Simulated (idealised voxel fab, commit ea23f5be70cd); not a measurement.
process module | voxel tone inversion
cross-section cut | 235 nm wide | cells 5 nm
A cross-section is a grid of square cells, given in bands from the top down. A band is one or more rows of cells.
Each band's line starts with the height of the band's top and of its bottom, in nm. Then come its materials from left to right, each with its width in nm. One material with "throughout" fills the band from edge to edge. "air" is empty space.
Height 0 is the level under which the wafer as received is all one material. The lowest band goes on downwards, as in "0 down".
A width such as "30 to 40" changes by the same amount from each row of cells to the next, from the band's top row to its bottom row.
"no change" after a step means that no cell of the cross-section changed.
closed voids: empty space of 8 cells or more with no open way to the top, each as width x height at its distance from the left edge, in nm
after a step's settings: what the simulator itself notes on the step
overlay nm, on a step with a mask: how far to the right of its planned place the mask lay; to the left if negative
plan
1 op RECEIVE | material Si
2 op CONFORMAL_DEP | material SiCN | thk nm 5
3 op DIRECTIONAL_DEP | material aC | thk nm 25
4 op PATTERN | tone cover | mask id POSTS | material resist | width nm 20 | pitch nm 45 | thk nm 35 | overlay nm 0
5 op DIRECTIONAL_ETCH | etch materials aC | depth nm 25
6 op STRIP | etch materials resist
7 op FILL_DEP | material lowk | thk nm 10
8 op CMP | height nm 30
9 op STRIP | etch materials aC
10 op CONFORMAL_DEP | material TiN | thk nm 5
11 op FILL_DEP | material Ru | thk nm 10
12 op CMP | height nm 30
13 op CONFORMAL_DEP | material SiCN | thk nm 5
as received, after step 1
  0 down: Si throughout
  closed voids: none
first wafer at the end, as planned
  35 to 30: SiCN throughout
  30 to 10: lowk 60 | TiN 5 | Ru 10 | TiN 5 | lowk 25 | TiN 5 | Ru 10 | TiN 5 | lowk 25 | TiN 5 | Ru 10 | TiN 5 | lowk 65
  10 to 5: lowk 60 | TiN 20 | lowk 25 | TiN 20 | lowk 25 | TiN 20 | lowk 65
  5 to 0: SiCN throughout
  0 down: Si throughout
  closed voids: none
second wafer at the end: like start, like plan, one mistake
  35 to 25: SiCN throughout
  25 to 0: aC throughout
  0 down: Si throughout
  closed voids: none
what went wrong: steps 2 and 3 were swapped
at the end the second wafer has, in cells: 24 fewer of Ru | 36 fewer of TiN | 235 more of aC | 175 fewer of lowk
